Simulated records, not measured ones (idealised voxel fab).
process module | voxel ribs on slabs
cross-section cut | 150 nm wide | cells 5 nm
A cross-section is a grid of square cells, given in bands from the top down. A band is one or more rows of cells.
Each band's line starts with the height of the band's top and of its bottom, in nm. Then come its materials from left to right, each with its width in nm. One material with "throughout" fills the band from edge to edge. "air" is empty space.
Height 0 is the level under which the wafer as received is all one material. The lowest band goes on downwards, as in "0 down".
A width such as "30 to 40" changes by the same amount from each row of cells to the next, from the band's top row to its bottom row.
"no change" after a step means that no cell of the cross-section changed.
closed voids: empty space of 8 cells or more with no open way to the top, each as width x height at its distance from the left edge, in nm
after a step's settings: what the simulator itself notes on the step
overlay nm, on a step with a mask: how far to the right of its planned place the mask lay; to the left if negative
plan
1 op RECEIVE | material Si
2 op DIRECTIONAL_DEP | material SiO2 | thk nm 30
3 op DIRECTIONAL_DEP | material polySi | thk nm 20
4 op DIRECTIONAL_DEP | material aC | thk nm 15
5 op PATTERN | tone cover | mask id RIB | material resist | width nm 30 | thk nm 30 | overlay nm 0
6 op DIRECTIONAL_ETCH | etch materials aC | depth nm 15
7 op STRIP | etch materials resist
8 op DIRECTIONAL_ETCH | etch materials polySi | depth nm 15
9 op STRIP | etch materials aC
10 op DIRECTIONAL_DEP | material aC | thk nm 10
11 op PATTERN | tone cover | mask id SLAB | material resist | width nm 90 | thk nm 25 | overlay nm 0
12 op DIRECTIONAL_ETCH | etch materials aC | depth nm 10
13 op STRIP | etch materials resist
14 op DIRECTIONAL_ETCH | etch materials polySi | depth nm 5
15 op STRIP | etch materials aC
16 op FILL_DEP | material SiO2 | thk nm 25
17 op CMP | height nm 65
18 op DIRECTIONAL_DEP | material W | thk nm 5
19 op PATTERN | tone cover | mask id HEATER | material resist | width nm 40 | thk nm 15 | overlay nm 0
20 op DIRECTIONAL_ETCH | etch materials W | depth nm 5
21 op STRIP | etch materials resist
22 op CONFORMAL_DEP | material SiN | thk nm 10
as received, after step 1
  0 down: Si throughout
  closed voids: none
first wafer at the end, as planned
  80 to 75: air 45 | SiN 60 | air 45
  75 to 70: SiN throughout
  70 to 65: SiN 55 | W 40 | SiN 55
  65 to 50: SiO2 throughout
  50 to 35: SiO2 60 | polySi 30 | SiO2 60
  35 to 30: SiO2 30 | polySi 90 | SiO2 30
  30 to 0: SiO2 throughout
  0 down: Si throughout
  closed voids: none
second wafer at the end: like start, like plan, one mistake
  80 to 75: air 50 | SiN 50 | air 50
  75 to 70: SiN throughout
  70 to 65: SiN 60 | W 30 | SiN 60
  65 to 50: SiO2 throughout
  50 to 35: SiO2 60 | polySi 30 | SiO2 60
  35 to 30: SiO2 30 | polySi 90 | SiO2 30
  30 to 0: SiO2 throughout
  0 down: Si throughout
  closed voids: none
what went wrong: step 19 ran as: op PATTERN | tone cover | mask id HEATER | material resist | width nm 30 | thk nm 15 | overlay nm 0
at the end the second wafer has, in cells: 2 fewer of W
